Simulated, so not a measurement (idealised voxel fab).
process module | voxel transistor to metal
cross-section cut | 170 nm wide | cells 5 nm
A cross-section is a grid of square cells, given in bands from the top down. A band is one or more rows of cells.
Each band's line starts with the height of the band's top and of its bottom, in nm. Then come its materials from left to right, each with its width in nm. One material with "throughout" fills the band from edge to edge. "air" is empty space.
Height 0 is the level under which the wafer as received is all one material. The lowest band goes on downwards, as in "0 down".
A width such as "30 to 40" changes by the same amount from each row of cells to the next, from the band's top row to its bottom row.
"no change" after a step means that no cell of the cross-section changed.
closed voids: empty space of 8 cells or more with no open way to the top, each as width x height at its distance from the left edge, in nm
after a step's settings: what the simulator itself notes on the step
overlay nm, on a step with a mask: how far to the right of its planned place the mask lay; to the left if negative
plan
1 op RECEIVE | material Si
2 op OXIDIZE | depth nm 5
3 op CONFORMAL_DEP | material SiN | thk nm 10
4 op MASKED_ETCH | tone cover | mask id ACTIVE | width nm 100 | etch materials SiN | depth nm 10 | overlay nm 0
5 op MASKED_ETCH | tone cover | mask id ACTIVE | width nm 100 | etch materials SiO2 | depth nm 5 | overlay nm 0
6 op MASKED_ETCH | tone cover | mask id ACTIVE | width nm 100 | etch materials Si | depth nm 30 | overlay nm 0
7 op FILL_DEP | material SiO2 | thk nm 10
8 op CMP | height nm 10
9 op SELECTIVE_ETCH | etch materials SiO2 | depth nm 10
10 op STRIP | etch materials SiN
11 op SELECTIVE_ETCH | etch materials SiO2 | depth nm 5
12 op OXIDIZE | depth nm 5
13 op DIRECTIONAL_DEP | material polySi | thk nm 30
14 op DIRECTIONAL_DEP | material SiCN | thk nm 10
15 op PATTERN | tone cover | mask id GATE | material resist | width nm 30 | thk nm 15 | overlay nm -15
16 op DIRECTIONAL_ETCH | etch materials SiCN | depth nm 20
17 op DIRECTIONAL_ETCH | etch materials polySi | depth nm 40
18 op STRIP | etch materials resist
19 op CONFORMAL_DEP | material SiO2 | thk nm 5
20 op DIRECTIONAL_ETCH | etch materials SiO2 | depth nm 5
21 op CONFORMAL_DEP | material SiN | thk nm 10
22 op DIRECTIONAL_ETCH | etch materials SiN | depth nm 10
23 op DIRECTIONAL_ETCH | etch materials SiO2 | depth nm 5
24 op DIRECTIONAL_ETCH | etch materials Si | depth nm 10
25 op EPI | material nSi | thk nm 10
26 op FILL_DEP | material SiO2 | thk nm 10
27 op CMP | height nm 25
28 op STRIP | etch materials polySi
29 op SELECTIVE_ETCH | etch materials SiO2 | depth nm 5
30 op CONFORMAL_DEP | material HfO2 | thk nm 5
31 op CONFORMAL_DEP | material TiN | thk nm 5
32 op FILL_DEP | material W | thk nm 10
33 op CMP | height nm 20
34 op DIRECTIONAL_DEP | material SiO2 | thk nm 15
35 op PATTERN | tone open | mask id CONTACT | material resist | width nm 15 | pitch nm 75 | thk nm 20 | overlay nm 0
36 op DIRECTIONAL_ETCH | etch materials SiO2 | depth nm 45
37 op STRIP | etch materials resist
38 op CONFORMAL_DEP | material TiN | thk nm 5
39 op FILL_DEP | material W | thk nm 5
40 op CMP | height nm 35
41 op CONFORMAL_DEP | material SiN | thk nm 5
42 op DIRECTIONAL_DEP | material lowk | thk nm 20
43 op MASKED_ETCH | tone open | mask id METAL_1 | width nm 15 | pitch nm 75 | etch materials lowk | depth nm 20 | overlay nm 0
44 op MASKED_ETCH | tone open | mask id METAL_1 | width nm 15 | pitch nm 75 | etch materials SiN | depth nm 5 | overlay nm 0
45 op CONFORMAL_DEP | material TiN | thk nm 5
46 op FILL_DEP | material Ru | thk nm 10
47 op CMP | height nm 60
48 op EPI | material Ru | thk nm 5
49 op FILL_DEP | material SiCN | thk nm 5
50 op DIRECTIONAL_DEP | material lowk | thk nm 25
51 op MASKED_ETCH | tone open | mask id METAL_2 | width nm 15 | pitch nm 75 | etch materials lowk | depth nm 15 | overlay nm 0
52 op MASKED_ETCH | tone open | mask id METAL_2_HOLES | width nm 15 | pitch nm 75 | etch materials lowk | depth nm 10 | overlay nm 0
53 op MASKED_ETCH | tone open | mask id METAL_2_HOLES | width nm 15 | pitch nm 75 | etch materials SiCN | depth nm 5 | overlay nm 0
54 op CONFORMAL_DEP | material TiN | thk nm 5
55 op FILL_DEP | material Cu | thk nm 10
56 op CMP | height nm 95
57 op CONFORMAL_DEP | material SiCN | thk nm 5
varied across the wafers: overlay nm of step 15. The plan shows the first wafer's value. All wafers start alike
first wafer as received, after step 1
  0 down: Si throughout
  closed voids: none
first wafer at the end, after step 57
  100 to 95: SiCN throughout
  95 to 70: lowk 40 | TiN 5 | Cu 5 | TiN 5 | lowk 60 | TiN 5 | Cu 5 | TiN 5 | lowk 40
  70 to 65: SiCN 40 | TiN 15 | SiCN 60 | TiN 15 | SiCN 40
  65 to 60: SiCN 35 | Ru 25 | SiCN 50 | Ru 25 | SiCN 35
  60 to 40: lowk 40 | TiN 5 | Ru 5 | TiN 5 | lowk 60 | TiN 5 | Ru 5 | TiN 5 | lowk 40
  40 to 35: SiN 40 | TiN 15 | SiN 60 | TiN 15 | SiN 40
  35 to 25: SiO2 40 | TiN 5 | W 5 | TiN 5 | SiO2 60 | TiN 5 | W 5 | TiN 5 | SiO2 40
  25 to 20: SiO2 40 | TiN 15 | SiO2 60 | TiN 5 | W 5 | TiN 5 | SiO2 40
  20 to 0: SiO2 40 | SiN 10 | HfO2 5 | TiN 5 | W 20 | TiN 5 | HfO2 5 | SiN 10 | SiO2 15 | TiN 5 | W 5 | TiN 5 | SiO2 40
  0 to -5: SiO2 30 | nSi 10 | SiN 10 | HfO2 5 | TiN 30 | HfO2 5 | SiN 10 | nSi 10 | SiO2 5 | TiN 5 | W 5 | TiN 5 | SiO2 40
  -5 to -10: SiO2 30 | nSi 10 | SiO2 10 | HfO2 40 | SiO2 10 | nSi 10 | SiO2 5 | TiN 15 | SiO2 40
  -10 to -20: SiO2 35 | nSi 5 | Si 60 | nSi 35 | SiO2 35
  -20 to -35: SiO2 35 | Si 100 | SiO2 35
  -35 down: Si throughout
  closed voids: none
last wafer at the end
  100 to 95: SiCN throughout
  95 to 70: lowk 40 | TiN 5 | Cu 5 | TiN 5 | lowk 60 | TiN 5 | Cu 5 | TiN 5 | lowk 40
  70 to 65: SiCN 40 | TiN 15 | SiCN 60 | TiN 15 | SiCN 40
  65 to 60: SiCN 35 | Ru 25 | SiCN 50 | Ru 25 | SiCN 35
  60 to 40: lowk 40 | TiN 5 | Ru 5 | TiN 5 | lowk 60 | TiN 5 | Ru 5 | TiN 5 | lowk 40
  40 to 35: SiN 40 | TiN 15 | SiN 60 | TiN 15 | SiN 40
  35 to 25: SiO2 40 | TiN 5 | W 5 | TiN 5 | SiO2 60 | TiN 5 | W 5 | TiN 5 | SiO2 40
  25 to 20: SiO2 40 | TiN 5 | W 5 | TiN 5 | SiO2 60 | TiN 15 | SiO2 40
  20 to 0: SiO2 40 | TiN 5 | W 5 | TiN 5 | SiO2 15 | SiN 10 | HfO2 5 | TiN 5 | W 20 | TiN 5 | HfO2 5 | SiN 10 | SiO2 40
  0 to -5: SiO2 40 | TiN 5 | W 5 | TiN 5 | SiO2 5 | nSi 10 | SiN 10 | HfO2 5 | TiN 30 | HfO2 5 | SiN 10 | nSi 10 | SiO2 30
  -5 to -10: SiO2 40 | TiN 15 | SiO2 5 | nSi 10 | SiO2 10 | HfO2 40 | SiO2 10 | nSi 10 | SiO2 30
  -10 to -20: SiO2 35 | nSi 35 | Si 60 | nSi 5 | SiO2 35
  -20 to -35: SiO2 35 | Si 100 | SiO2 35
  -35 down: Si throughout
  closed voids: none
each wafer at the end: cells of each material gained (+) or lost (-) since it was received, then its closed voids
overlay nm -15 | +10 Cu | +18 HfO2 | +18 Ru | -154 Si | +86 SiCN | +48 SiN | +264 SiO2 | +88 TiN | +26 W | +252 lowk | +24 nSi | closed voids: none
overlay nm -10 | +10 Cu | +18 HfO2 | +18 Ru | -154 Si | +86 SiCN | +48 SiN | +260 SiO2 | +92 TiN | +26 W | +252 lowk | +24 nSi | closed voids: none
overlay nm -5 | +10 Cu | +18 HfO2 | +18 Ru | -154 Si | +86 SiCN | +48 SiN | +258 SiO2 | +96 TiN | +24 W | +252 lowk | +24 nSi | closed voids: none
overlay nm 0 | +10 Cu | +18 HfO2 | +18 Ru | -154 Si | +86 SiCN | +48 SiN | +254 SiO2 | +96 TiN | +28 W | +252 lowk | +24 nSi | closed voids: none
overlay nm 5 | +10 Cu | +18 HfO2 | +18 Ru | -154 Si | +86 SiCN | +48 SiN | +258 SiO2 | +96 TiN | +24 W | +252 lowk | +24 nSi | closed voids: none
overlay nm 10 | +10 Cu | +18 HfO2 | +18 Ru | -154 Si | +86 SiCN | +48 SiN | +260 SiO2 | +92 TiN | +26 W | +252 lowk | +24 nSi | closed voids: none
overlay nm 15 | +10 Cu | +18 HfO2 | +18 Ru | -154 Si | +86 SiCN | +48 SiN | +264 SiO2 | +88 TiN | +26 W | +252 lowk | +24 nSi | closed voids: none
